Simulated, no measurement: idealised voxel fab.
Title: Process Module voxel ribs on slabs
Square cell edge 5 nm, section width 255 nm, ID cut.
The cross-sections in this document take the form of a grid made of square cells. They are written out as bands, in order from top to bottom. Each band consists of one or more rows of cells.
The band entry comprises the height of the band's top followed by the height of its bottom, expressed in nm, and subsequently the band's materials from left to right, each stated together with its width in nm. Where a single material is marked with the word "all across", that material fills the band from edge to edge. The word "blank" represents empty space.
Zero point of the height axis is 0; under it, received wafer = one material. Lowest band: continues down indefinitely, "0..down".
The two numbers in a width such as "30->40" mark its ends across the band: the first belongs to the top row of cells, the second to the bottom row, and from each row to the next the width moves by the same amount.
A step reported as "remained unchanged" is a step in which no cell of the cross-section changed.
"Voids, sealed" lists enclosed empty spaces (at least 8 cells, no open path upward to the top), each as width x height at distance from the left edge, in nm.
after a step's settings: what the simulator itself notes on the step
A step's line can hold "overlay nm"; with a mask on that step, the setting says how far right of the planned place the mask lay, while a negative setting says it lay to the left.

The following list gives the planned process steps:
1 RECEIVE, material Si
2 DIRECTIONAL_DEP, material SiO2, thk nm 30
3 DIRECTIONAL_DEP, material polySi, thk nm 25
4 MASKED_ETCH, tone cover, mask id RIB, width nm 25, etch materials polySi, depth nm 15, overlay nm 0
5 MASKED_ETCH, tone cover, mask id SLAB, width nm 75, etch materials polySi, depth nm 10, overlay nm 0
6 FILL_DEP, material SiO2, thk nm 15
7 CMP, height nm 65
8 DIRECTIONAL_DEP, material TiN, thk nm 10
9 PATTERN, tone cover, mask id HEATER, material resist, width nm 35, thk nm 15, overlay nm -15
10 DIRECTIONAL_ETCH, etch materials TiN, depth nm 10
11 STRIP, etch materials resist
12 CONFORMAL_DEP, material SiO2, thk nm 5
Heads up: all these wafers start the same, and what changes between them is the overlay nm in step 9. The value you see in the plan is just what the first wafer got.

The as-received cross-section of the first of several wafers corresponds to the state after step 1:
  0..down = Si all across
  Voids, sealed: none

Wafer rows; end of module; cells per material since receipt: (+) gained, (-) lost; then closed voids:
overlay nm -15; +673 SiO2; +14 TiN; +45 polySi; Voids, sealed: none
overlay nm -10; +673 SiO2; +14 TiN; +45 polySi; Voids, sealed: none
overlay nm -5; +673 SiO2; +14 TiN; +45 polySi; Voids, sealed: none
overlay nm 0; +673 SiO2; +14 TiN; +45 polySi; Voids, sealed: none
overlay nm 5; +673 SiO2; +14 TiN; +45 polySi; Voids, sealed: none
overlay nm 10; +673 SiO2; +14 TiN; +45 polySi; Voids, sealed: none
overlay nm 15; +673 SiO2; +14 TiN; +45 polySi; Voids, sealed: none
